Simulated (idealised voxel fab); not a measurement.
This section sets out a process module, namely voxel capacitor over wiring.
For reference, the cross-section in this document is cut, with width 165 nm and square cells of 5 nm.
Cross-section, as written here: a square-cell grid given band by band from the top down, where a band holds one or more rows of cells.
The band entry comprises the height of the band's top followed by the height of its bottom, expressed in nm, and subsequently the band's materials from left to right, each stated together with its width in nm. Where a single material is marked with the word "full width", that material fills the band from edge to edge. The word "air" represents empty space.
All heights in this document are referenced to 0, defined as the level beneath which the wafer, as received, consists entirely of one material. The lowest band is not bounded below; it extends indefinitely downward and is written in the form "top 0, no bottom".
The two numbers in a width such as "30 to 40" mark its ends across the band: the first belongs to the top row of cells, the second to the bottom row, and from each row to the next the width moves by the same amount.
Key: "remained the same" - step with no changed cell in the cross-section.
In the "Cavities, sealed" entry, you get each enclosed empty space of 8 cells or more, one with no open way to the top, written width x height at distance, distance from the left edge, in nm.
Step line, after settings: the simulator's comment on this step.
The setting "overlay nm" may be written on the line of a step. When the step uses a mask, the value reports how far to the right of the planned place the mask lay, and a negative value reports that it lay to the left.
# Listed below are the process steps as planned
1 RECEIVE (material Si)
2 CONFORMAL_DEP (material SiO2; thk nm 10)
3 DIRECTIONAL_DEP (material TiN; thk nm 5)
4 DIRECTIONAL_DEP (material W; thk nm 15)
5 MASKED_ETCH (tone cover; mask id METAL_1; width nm 30; pitch nm 95; etch materials W; depth nm 15; overlay nm 0)
6 MASKED_ETCH (tone cover; mask id METAL_1; width nm 30; pitch nm 95; etch materials TiN; depth nm 5; overlay nm 0)
7 FILL_DEP (material lowk; thk nm 10)
8 CMP (height nm 30)
9 CONFORMAL_DEP (material SiCN; thk nm 5)
10 DIRECTIONAL_DEP (material SiO2; thk nm 20)
11 PATTERN (tone open; mask id PLUG_1; material resist; width nm 15; thk nm 15; overlay nm 0)
12 DIRECTIONAL_ETCH (etch materials SiO2; depth nm 20)
13 DIRECTIONAL_ETCH (etch materials SiCN; depth nm 5)
14 STRIP (etch materials resist)
15 CONFORMAL_DEP (material TiN; thk nm 5)
16 FILL_DEP (material W; thk nm 5)
17 CMP (height nm 55)
18 DIRECTIONAL_DEP (material TiN; thk nm 10)
19 DIRECTIONAL_DEP (material SiN; thk nm 5)
20 DIRECTIONAL_DEP (material TiN; thk nm 5)
21 DIRECTIONAL_DEP (material aC; thk nm 10)
22 PATTERN (tone cover; mask id UPPER_PLATE; material resist; width nm 70; thk nm 30; overlay nm 0)
23 DIRECTIONAL_ETCH (etch materials aC; depth nm 10)
24 STRIP (etch materials resist)
25 DIRECTIONAL_ETCH (etch materials TiN; depth nm 5)
26 DIRECTIONAL_ETCH (etch materials SiN; depth nm 5)
27 STRIP (etch materials aC)
28 PATTERN (tone cover; mask id LOWER_PLATE; material resist; width nm 80; thk nm 15; overlay nm 0)
29 DIRECTIONAL_ETCH (etch materials TiN; depth nm 10)
30 STRIP (etch materials resist)
31 FILL_DEP (material SiO2; thk nm 20)
32 CMP (height nm 90)
33 MASKED_ETCH (tone open; mask id PLUG_2; width nm 15; etch materials SiO2; depth nm 15; overlay nm 0)
34 CONFORMAL_DEP (material TiN; thk nm 5)
35 FILL_DEP (material Ru; thk nm 5)
36 CMP (height nm 90)
37 CONFORMAL_DEP (material SiN; thk nm 5)
# What follows covers the first of two wafers; it ran as planned
# Step 1 complete: cross-section of the wafer as received
* top 0, no bottom  Si full width
* Cavities, sealed: none
# Cross-section of the wafer subsequent to step 2
* top 10, bottom 0  SiO2 full width
* Everything under 0 stays put, no change at all.
# Cross-section of the wafer subsequent to step 3
* top 15, bottom 10  TiN full width
* Everything under 10 stays put, no change at all.
# Cross-section of the wafer subsequent to step 4
* top 30, bottom 15  W full width
* Everything under 15 stays put, no change at all.
# Cross-section of the wafer subsequent to step 5
* top 30, bottom 15  20 nm air; 30 nm W; 65 nm air; 30 nm W; 20 nm air
* Everything under 15 stays put, no change at all.
# Cross-section of the wafer subsequent to step 6
* top 30, bottom 15  20 nm air; 30 nm W; 65 nm air; 30 nm W; 20 nm air
* top 15, bottom 10  20 nm air; 30 nm TiN; 65 nm air; 30 nm TiN; 20 nm air
* Everything under 10 stays put, no change at all.
# Cross-section of the wafer subsequent to step 7
* top 40, bottom 30  lowk full width
* top 30, bottom 15  20 nm lowk; 30 nm W; 65 nm lowk; 30 nm W; 20 nm lowk
* top 15, bottom 10  20 nm lowk; 30 nm TiN; 65 nm lowk; 30 nm TiN; 20 nm lowk
* Everything under 10 stays put, no change at all.
# Cross-section of the wafer subsequent to step 8
* top 30, bottom 15  20 nm lowk; 30 nm W; 65 nm lowk; 30 nm W; 20 nm lowk
* Everything under 15 stays put, no change at all.
# Cross-section of the wafer subsequent to step 9
* top 35, bottom 30  SiCN full width
* Everything under 30 stays put, no change at all.
# Cross-section of the wafer subsequent to step 10
* top 55, bottom 35  SiO2 full width
* Everything under 35 stays put, no change at all.
# Cross-section of the wafer subsequent to step 11
* top 70, bottom 55  35 nm resist; 15 nm air; 115 nm resist
* Everything under 55 stays put, no change at all.
# Cross-section of the wafer subsequent to step 12
* top 70, bottom 55  35 nm resist; 15 nm air; 115 nm resist
* top 55, bottom 35  35 nm SiO2; 15 nm air; 115 nm SiO2
* Everything under 35 stays put, no change at all.
# Cross-section of the wafer subsequent to step 13
* top 70, bottom 55  35 nm resist; 15 nm air; 115 nm resist
* top 55, bottom 35  35 nm SiO2; 15 nm air; 115 nm SiO2
* top 35, bottom 30  35 nm SiCN; 15 nm air; 115 nm SiCN
* Everything under 30 stays put, no change at all.
# Cross-section of the wafer subsequent to step 14
* top 55, bottom 35  35 nm SiO2; 15 nm air; 115 nm SiO2
* Everything under 35 stays put, no change at all.
# Cross-section of the wafer subsequent to step 15
* top 60, bottom 55  40 nm TiN; 5 nm air; 120 nm TiN
* top 55, bottom 35  35 nm SiO2; 5 nm TiN; 5 nm air; 5 nm TiN; 115 nm SiO2
* top 35, bottom 30  35 nm SiCN; 15 nm TiN; 115 nm SiCN
* Everything under 30 stays put, no change at all.
# Cross-section of the wafer subsequent to step 16
* top 65, bottom 60  W full width
* top 60, bottom 55  40 nm TiN; 5 nm W; 120 nm TiN
* top 55, bottom 35  35 nm SiO2; 5 nm TiN; 5 nm W; 5 nm TiN; 115 nm SiO2
* Everything under 35 stays put, no change at all.
# Cross-section of the wafer subsequent to step 17
* top 55, bottom 35  35 nm SiO2; 5 nm TiN; 5 nm W; 5 nm TiN; 115 nm SiO2
* Everything under 35 stays put, no change at all.
# Cross-section of the wafer subsequent to step 18
* top 65, bottom 55  TiN full width
* Everything under 55 stays put, no change at all.
# Cross-section of the wafer subsequent to step 19
* top 70, bottom 65  SiN full width
* Everything under 65 stays put, no change at all.
# Cross-section of the wafer subsequent to step 20
* top 75, bottom 70  TiN full width
* Everything under 70 stays put, no change at all.
# Cross-section of the wafer subsequent to step 21
* top 85, bottom 75  aC full width
* Everything under 75 stays put, no change at all.
# Cross-section of the wafer subsequent to step 22
* top 115, bottom 85  35 nm air; 70 nm resist; 60 nm air
* Everything under 85 stays put, no change at all.
# Cross-section of the wafer subsequent to step 23
* top 105, bottom 85  35 nm air; 70 nm resist; 60 nm air
* top 85, bottom 75  35 nm air; 70 nm aC; 60 nm air
* Everything under 75 stays put, no change at all.
# Cross-section of the wafer subsequent to step 24
* top 85, bottom 75  35 nm air; 70 nm aC; 60 nm air
* Everything under 75 stays put, no change at all.
# Cross-section of the wafer subsequent to step 25
* top 85, bottom 75  35 nm air; 70 nm aC; 60 nm air
* top 75, bottom 70  35 nm air; 70 nm TiN; 60 nm air
* Everything under 70 stays put, no change at all.
# Cross-section of the wafer subsequent to step 26
* top 85, bottom 75  35 nm air; 70 nm aC; 60 nm air
* top 75, bottom 70  35 nm air; 70 nm TiN; 60 nm air
* top 70, bottom 65  35 nm air; 70 nm SiN; 60 nm air
* Everything under 65 stays put, no change at all.
# Cross-section of the wafer subsequent to step 27
* top 75, bottom 70  35 nm air; 70 nm TiN; 60 nm air
* Everything under 70 stays put, no change at all.
# Cross-section of the wafer subsequent to step 28
* top 90, bottom 75  30 nm air; 80 nm resist; 55 nm air
* top 75, bottom 70  30 nm air; 5 nm resist; 70 nm TiN; 5 nm resist; 55 nm air
* top 70, bottom 65  30 nm air; 5 nm resist; 70 nm SiN; 5 nm resist; 55 nm air
* Everything under 65 stays put, no change at all.
# Cross-section of the wafer subsequent to step 29
* top 90, bottom 75  30 nm air; 80 nm resist; 55 nm air
* top 75, bottom 70  30 nm air; 5 nm resist; 70 nm TiN; 5 nm resist; 55 nm air
* top 70, bottom 65  30 nm air; 5 nm resist; 70 nm SiN; 5 nm resist; 55 nm air
* top 65, bottom 55  30 nm air; 80 nm TiN; 55 nm air
* Everything under 55 stays put, no change at all.
# Cross-section of the wafer subsequent to step 30
* top 75, bottom 70  35 nm air; 70 nm TiN; 60 nm air
* top 70, bottom 65  35 nm air; 70 nm SiN; 60 nm air
* Everything under 65 stays put, no change at all.
# Cross-section of the wafer subsequent to step 31
* top 95, bottom 75  SiO2 full width
* top 75, bottom 70  35 nm SiO2; 70 nm TiN; 60 nm SiO2
* top 70, bottom 65  35 nm SiO2; 70 nm SiN; 60 nm SiO2
* top 65, bottom 55  30 nm SiO2; 80 nm TiN; 55 nm SiO2
* Everything under 55 stays put, no change at all.
# Cross-section of the wafer subsequent to step 32
* top 90, bottom 75  SiO2 full width
* Everything under 75 stays put, no change at all.
# Cross-section of the wafer subsequent to step 33
* top 90, bottom 75  45 nm SiO2; 15 nm air; 105 nm SiO2
* Everything under 75 stays put, no change at all.
# Cross-section of the wafer subsequent to step 34
* top 95, bottom 90  50 nm TiN; 5 nm air; 110 nm TiN
* top 90, bottom 80  45 nm SiO2; 5 nm TiN; 5 nm air; 5 nm TiN; 105 nm SiO2
* top 80, bottom 70  45 to 35 nm SiO2; 15 to 70 nm TiN; 105 to 60 nm SiO2
* Everything under 70 stays put, no change at all.
# Cross-section of the wafer subsequent to step 35
* top 100, bottom 95  Ru full width
* top 95, bottom 90  50 nm TiN; 5 nm Ru; 110 nm TiN
* top 90, bottom 80  45 nm SiO2; 5 nm TiN; 5 nm Ru; 5 nm TiN; 105 nm SiO2
* Everything under 80 stays put, no change at all.
# Cross-section of the wafer subsequent to step 36
* top 90, bottom 80  45 nm SiO2; 5 nm TiN; 5 nm Ru; 5 nm TiN; 105 nm SiO2
* Everything under 80 stays put, no change at all.
# Cross-section of the wafer subsequent to step 37
* top 95, bottom 90  SiN full width
* Everything under 90 stays put, no change at all.
# It is to be noted that the second wafer proceeded from the same initial state and according to the same plan as the first, although one mistake was committed in its execution; through step 19, inclusive, the two wafers share an identical history
Cross-section of the second wafer at the time step 20 of the plan should have ended: remained the same
# Cross-section of the second wafer at the time step 21 of the plan should have ended
* top 80, bottom 70  aC full width
* Everything under 70 stays put, no change at all.
# Cross-section of the second wafer at the time step 22 of the plan should have ended
* top 110, bottom 80  35 nm air; 70 nm resist; 60 nm air
* Everything under 80 stays put, no change at all.
# Cross-section of the second wafer at the time step 23 of the plan should have ended
* top 100, bottom 80  35 nm air; 70 nm resist; 60 nm air
* top 80, bottom 70  35 nm air; 70 nm aC; 60 nm air
* Everything under 70 stays put, no change at all.
# Cross-section of the second wafer at the time step 24 of the plan should have ended
* top 80, bottom 70  35 nm air; 70 nm aC; 60 nm air
* Everything under 70 stays put, no change at all.
Cross-section of the second wafer at the time step 25 of the plan should have ended: remained the same
# Cross-section of the second wafer at the time step 26 of the plan should have ended
* top 80, bottom 70  35 nm air; 70 nm aC; 60 nm air
* top 70, bottom 65  35 nm air; 70 nm SiN; 60 nm air
* Everything under 65 stays put, no change at all.
# Cross-section of the second wafer at the time step 27 of the plan should have ended
* top 70, bottom 65  35 nm air; 70 nm SiN; 60 nm air
* Everything under 65 stays put, no change at all.
# Cross-section of the second wafer at the time step 28 of the plan should have ended
* top 85, bottom 70  30 nm air; 80 nm resist; 55 nm air
* top 70, bottom 65  30 nm air; 5 nm resist; 70 nm SiN; 5 nm resist; 55 nm air
* Everything under 65 stays put, no change at all.
# Cross-section of the second wafer at the time step 29 of the plan should have ended
* top 85, bottom 70  30 nm air; 80 nm resist; 55 nm air
* top 70, bottom 65  30 nm air; 5 nm resist; 70 nm SiN; 5 nm resist; 55 nm air
* top 65, bottom 55  30 nm air; 80 nm TiN; 55 nm air
* Everything under 55 stays put, no change at all.
# Cross-section of the second wafer at the time step 30 of the plan should have ended
* top 70, bottom 65  35 nm air; 70 nm SiN; 60 nm air
* Everything under 65 stays put, no change at all.
# Cross-section of the second wafer at the time step 31 of the plan should have ended
* top 90, bottom 70  SiO2 full width
* top 70, bottom 65  35 nm SiO2; 70 nm SiN; 60 nm SiO2
* top 65, bottom 55  30 nm SiO2; 80 nm TiN; 55 nm SiO2
* Everything under 55 stays put, no change at all.
Cross-section of the second wafer at the time step 32 of the plan should have ended: remained the same
# Cross-section of the second wafer at the time step 33 of the plan should have ended
* top 90, bottom 75  45 nm SiO2; 15 nm air; 105 nm SiO2
* Everything under 75 stays put, no change at all.
# Cross-section of the second wafer at the time step 34 of the plan should have ended
* top 95, bottom 90  50 nm TiN; 5 nm air; 110 nm TiN
* top 90, bottom 80  45 nm SiO2; 5 nm TiN; 5 nm air; 5 nm TiN; 105 nm SiO2
* top 80, bottom 75  45 nm SiO2; 15 nm TiN; 105 nm SiO2
* Everything under 75 stays put, no change at all.
# Cross-section of the second wafer at the time step 35 of the plan should have ended
* top 100, bottom 95  Ru full width
* top 95, bottom 90  50 nm TiN; 5 nm Ru; 110 nm TiN
* top 90, bottom 80  45 nm SiO2; 5 nm TiN; 5 nm Ru; 5 nm TiN; 105 nm SiO2
* Everything under 80 stays put, no change at all.
# Cross-section of the second wafer at the time step 36 of the plan should have ended
* top 90, bottom 80  45 nm SiO2; 5 nm TiN; 5 nm Ru; 5 nm TiN; 105 nm SiO2
* Everything under 80 stays put, no change at all.
# Cross-section of the second wafer at the time step 37 of the plan should have ended
* top 95, bottom 90  SiN full width
* Everything under 90 stays put, no change at all.
Diagnosis: plan step 20: skipped, not run
Final comparison by cell count, materials where the second wafer has more or fewer than the first: SiO2 +14, TiN -14
